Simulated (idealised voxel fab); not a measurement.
Herein follows the process module entitled voxel capacitor over wiring.
Pictured: cross-section cut, 215 nm wide, on a grid of 5 nm square cells.
Cross-section format: a grid of square cells, given as bands from top to bottom; each band is one or more rows of cells.
Top, bottom (nm), then materials left to right with widths (nm); lone material tagged "full width" fills the whole band edge to edge; "blank" = empty space.
All heights in this document are referenced to 0, defined as the level beneath which the wafer, as received, consists entirely of one material. The lowest band is not bounded below; it extends indefinitely downward and is written in the form "0 and below".
Graded width ("30->40"): value in top row of band = first number; value in bottom row = second number; row-to-row change constant.
"nothing different" after a step means that no cell of the cross-section changed.
If an empty space has no open way to the top and is at least 8 cells in size, "Sealed voids" lists it, written width x height at distance, where distance is measured from the left edge and every value is in nm.
after a step's settings: what the simulator itself notes on the step
overlay nm: step with mask; distance mask lay right of planned place; negative value = left of planned place.
In what follows, pairs of cross-sections are presented, each taken before and after one process step, with the after cross-section shown only down to the lowest band that was altered; the step, together with its settings, is stated below the pair. The pairs may stem from different runs of this module on the same starting wafer; accordingly, a pair should be taken as continuing from the one above it solely where its entry headed "Before the process" indicates as much.
Before the process
    45 down to 40 | blank (65); Ru (30); blank (45); Ru (30); blank (45)
    40 down to 20 | SiO2 (70); TiN (5); W (10); TiN (5); SiO2 (55); TiN (5); W (10); TiN (5); SiO2 (50)
    20 down to 15 | SiCN (70); TiN (20); SiCN (55); TiN (20); SiCN (50)
    15 down to 0 | SiO2 full width
    0 and below | Si full width
    Sealed voids: none
Result of Step
    50 down to 45 | SiCN full width
    45 down to 40 | SiCN (65); Ru (30); SiCN (45); Ru (30); SiCN (45)
    No changes below 40.
    Sealed voids: none
Which process step falls between the two cross-sections above? FILL_DEP with material SiCN, thk nm 5
Before the process: The initial state for this step is given by the after cross-section of the immediately preceding pair.
Result of Step
    60 down to 50 | SiO2 full width
    No changes below 50.
    Sealed voids: none
Which process step falls between the two cross-sections above? DIRECTIONAL_DEP with material SiO2, thk nm 10
Before the process: The initial state for this step is given by the after cross-section of the immediately preceding pair.
Result of Step
    60 down to 50 | SiO2 (65); blank (15); SiO2 (135)
    No changes below 50.
    Sealed voids: none
Which process step falls between the two cross-sections above? MASKED_ETCH with tone open, mask id PLUG_1, width nm 15, etch materials SiO2, depth nm 10, overlay nm 0
Before the process: The initial state for this step is given by the after cross-section of the immediately preceding pair.
Result of Step
    60 down to 50 | SiO2 (65); blank (15); SiO2 (135)
    50 down to 45 | SiCN (65); blank (15); SiCN (135)
    No changes below 45.
    Sealed voids: none
Which process step falls between the two cross-sections above? MASKED_ETCH with tone open, mask id PLUG_1, width nm 15, etch materials SiCN, depth nm 5, overlay nm 0
Before the process: The initial state for this step is given by the after cross-section of the immediately preceding pair.
Result of Step
    60 down to 55 | SiO2 (65); blank (15); SiO2 (135)
    55 down to 50 | SiO2 (65); Ru (15); SiO2 (135)
    50 down to 45 | SiCN (65); Ru (15); SiCN (135)
    No changes below 45.
    Sealed voids: none
Which process step falls between the two cross-sections above? EPI with material Ru, thk nm 10
Before the process: The initial state for this step is given by the after cross-section of the immediately preceding pair.
Result of Step
    60 down to 50 | SiO2 (65); Ru (15); SiO2 (135)
    No changes below 50.
    Sealed voids: none
Which process step falls between the two cross-sections above? EPI with material Ru, thk nm 5
Before the process: The initial state for this step is given by the after cross-section of the immediately preceding pair.
Result of Step
    70 down to 60 | TiN full width
    No changes below 60.
    Sealed voids: none
Which process step falls between the two cross-sections above? DIRECTIONAL_DEP with material TiN, thk nm 10
Before the process: The initial state for this step is given by the after cross-section of the immediately preceding pair.
Result of Step
    75 down to 70 | Al2O3 full width
    No changes below 70.
    Sealed voids: none
Which process step falls between the two cross-sections above? DIRECTIONAL_DEP with material Al2O3, thk nm 5
Before the process: The initial state for this step is given by the after cross-section of the immediately preceding pair.
Result of Step
    80 down to 75 | TiN full width
    No changes below 75.
    Sealed voids: none
Which process step falls between the two cross-sections above? DIRECTIONAL_DEP with material TiN, thk nm 5
Before the process: The initial state for this step is given by the after cross-section of the immediately preceding pair.
Result of Step
    80 down to 75 | blank (65); TiN (60); blank (90)
    No changes below 75.
    Sealed voids: none
Which process step falls between the two cross-sections above? MASKED_ETCH with tone cover, mask id UPPER_PLATE, width nm 60, etch materials TiN, depth nm 5, overlay nm 0
Before the process: The initial state for this step is given by the after cross-section of the immediately preceding pair.
Result of Step
    80 down to 75 | blank (65); TiN (60); blank (90)
    75 down to 70 | blank (65); Al2O3 (60); blank (90)
    No changes below 70.
    Sealed voids: none
Which process step falls between the two cross-sections above? MASKED_ETCH with tone cover, mask id UPPER_PLATE, width nm 60, etch materials Al2O3, depth nm 5, overlay nm 0
Before the process: The initial state for this step is given by the after cross-section of the immediately preceding pair.
Result of Step
    100 down to 80 | blank (60); resist (70); blank (85)
    80 down to 75 | blank (60); resist (5); TiN (60); resist (5); blank (85)
    75 down to 70 | blank (60); resist (5); Al2O3 (60); resist (5); blank (85)
    No changes below 70.
    Sealed voids: none
Which process step falls between the two cross-sections above? PATTERN with tone cover, mask id LOWER_PLATE, material resist, width nm 70, thk nm 20, overlay nm 0
Before the process: The initial state for this step is given by the after cross-section of the immediately preceding pair.
Result of Step
    100 down to 80 | blank (60); resist (70); blank (85)
    80 down to 75 | blank (60); resist (5); TiN (60); resist (5); blank (85)
    75 down to 70 | blank (60); resist (5); Al2O3 (60); resist (5); blank (85)
    70 down to 60 | blank (60); TiN (70); blank (85)
    No changes below 60.
    Sealed voids: none
Which process step falls between the two cross-sections above? DIRECTIONAL_ETCH with etch materials TiN, depth nm 10
Before the process: The initial state for this step is given by the after cross-section of the immediately preceding pair.
Result of Step
    80 down to 75 | blank (65); TiN (60); blank (90)
    75 down to 70 | blank (65); Al2O3 (60); blank (90)
    No changes below 70.
    Sealed voids: none
Which process step falls between the two cross-sections above? STRIP with etch materials resist
Before the process: The initial state for this step is given by the after cross-section of the immediately preceding pair.
Result of Step
    100 down to 80 | SiO2 full width
    80 down to 75 | SiO2 (65); TiN (60); SiO2 (90)
    75 down to 70 | SiO2 (65); Al2O3 (60); SiO2 (90)
    70 down to 60 | SiO2 (60); TiN (70); SiO2 (85)
    No changes below 60.
    Sealed voids: none
Which process step falls between the two cross-sections above? FILL_DEP with material SiO2, thk nm 20
Before the process: The initial state for this step is given by the after cross-section of the immediately preceding pair.
Result of Step
    95 down to 80 | SiO2 full width
    No changes below 80.
    Sealed voids: none
Which process step falls between the two cross-sections above? CMP with height nm 95
Before the process: The initial state for this step is given by the after cross-section of the immediately preceding pair.
Result of Step
    95 down to 80 | SiO2 (75); blank (15); SiO2 (125)
    No changes below 80.
    Sealed voids: none
Which process step falls between the two cross-sections above? MASKED_ETCH with tone open, mask id PLUG_2, width nm 15, etch materials SiO2, depth nm 15, overlay nm 0
Before the process: The initial state for this step is given by the after cross-section of the immediately preceding pair.
Result of Step
    100 down to 95 | TiN (80); blank (5); TiN (130)
    95 down to 85 | SiO2 (75); TiN (5); blank (5); TiN (5); SiO2 (125)
    85 down to 75 | SiO2 (75->65); TiN (15->60); SiO2 (125->90)
    No changes below 75.
    Sealed voids: none
Which process step falls between the two cross-sections above? CONFORMAL_DEP with material TiN, thk nm 5
Before the process: The initial state for this step is given by the after cross-section of the immediately preceding pair.
Result of Step
    105 down to 100 | Ru full width
    100 down to 95 | TiN (80); Ru (5); TiN (130)
    95 down to 85 | SiO2 (75); TiN (5); Ru (5); TiN (5); SiO2 (125)
    No changes below 85.
    Sealed voids: none
Which process step falls between the two cross-sections above? FILL_DEP with material Ru, thk nm 5
Before the process: The initial state for this step is given by the after cross-section of the immediately preceding pair.
Result of Step
    95 down to 85 | SiO2 (75); TiN (5); Ru (5); TiN (5); SiO2 (125)
    No changes below 85.
    Sealed voids: none
Which process step falls between the two cross-sections above? CMP with height nm 95
Before the process: The initial state for this step is given by the after cross-section of the immediately preceding pair.
Result of Step
    100 down to 95 | SiCN full width
    No changes below 95.
    Sealed voids: none
Which process step falls between the two cross-sections above? CONFORMAL_DEP with material SiCN, thk nm 5
Before the process
    95 down to 85 | SiO2 (75); TiN (5); Ru (5); TiN (5); SiO2 (125)
    85 down to 75 | SiO2 (75->65); TiN (15->60); SiO2 (125->90)
    75 down to 70 | SiO2 (65); Al2O3 (60); SiO2 (90)
    70 down to 60 | SiO2 (60); TiN (70); SiO2 (85)
    60 down to 50 | SiO2 (65); Ru (15); SiO2 (135)
    50 down to 45 | SiCN (65); Ru (15); SiCN (135)
    45 down to 40 | SiCN (55); Ru (30); SiCN (45); Ru (30); SiCN (55)
    40 down to 20 | SiO2 (60); TiN (5); W (10); TiN (5); SiO2 (55); TiN (5); W (10); TiN (5); SiO2 (60)
    20 down to 15 | SiCN (60); TiN (20); SiCN (55); TiN (20); SiCN (60)
    15 down to 0 | SiO2 full width
    0 and below | Si full width
    Sealed voids: none
Result of Step
    100 down to 95 | W full width
    No changes below 95.
    Sealed voids: none
Which process step falls between the two cross-sections above? CONFORMAL_DEP with material W, thk nm 5
Before the process
    95 down to 80 | SiO2 full width
    80 down to 75 | SiO2 (65); TiN (60); SiO2 (90)
    75 down to 70 | SiO2 (65); Al2O3 (60); SiO2 (90)
    70 down to 60 | SiO2 (60); TiN (70); SiO2 (85)
    60 down to 50 | SiO2 (65); Ru (15); SiO2 (135)
    50 down to 45 | SiCN (65); Ru (15); SiCN (135)
    45 down to 40 | SiCN (55); Ru (30); SiCN (45); Ru (30); SiCN (55)
    40 down to 20 | SiO2 (60); TiN (5); W (10); TiN (5); SiO2 (55); TiN (5); W (10); TiN (5); SiO2 (60)
    20 down to 15 | SiCN (60); TiN (20); SiCN (55); TiN (20); SiCN (60)
    15 down to 0 | SiO2 full width
    0 and below | Si full width
    Sealed voids: none
Result of Step
    95 down to 80 | blank (75); SiO2 (15); blank (125)
    No changes below 80.
    Sealed voids: none
Which process step falls between the two cross-sections above? MASKED_ETCH with tone cover, mask id PLUG_2, width nm 15, etch materials SiO2, depth nm 15, overlay nm 0
Before the process: The initial state for this step is given by the after cross-section of the immediately preceding pair.
Result of Step
    100 down to 95 | blank (70); TiN (25); blank (120)
    95 down to 85 | blank (70); TiN (5); SiO2 (15); TiN (5); blank (120)
    85 down to 80 | TiN (75); SiO2 (15); TiN (125)
    No changes below 80.
    Sealed voids: none
Which process step falls between the two cross-sections above? CONFORMAL_DEP with material TiN, thk nm 5
Before the process: The initial state for this step is given by the after cross-section of the immediately preceding pair.
Result of Step
    105 down to 100 | Ru full width
    100 down to 95 | Ru (70); TiN (25); Ru (120)
    95 down to 85 | Ru (70); TiN (5); SiO2 (15); TiN (5); Ru (120)
    No changes below 85.
    Sealed voids: none
Which process step falls between the two cross-sections above? FILL_DEP with material Ru, thk nm 5
Before the process: The initial state for this step is given by the after cross-section of the immediately preceding pair.
Result of Step
    95 down to 85 | Ru (70); TiN (5); SiO2 (15); TiN (5); Ru (120)
    No changes below 85.
    Sealed voids: none
Which process step falls between the two cross-sections above? CMP with height nm 95
Before the process: The initial state for this step is given by the after cross-section of the immediately preceding pair.
Result of Step
    100 down to 95 | SiCN full width
    No changes below 95.
    Sealed voids: none
Which process step falls between the two cross-sections above? CONFORMAL_DEP with material SiCN, thk nm 5
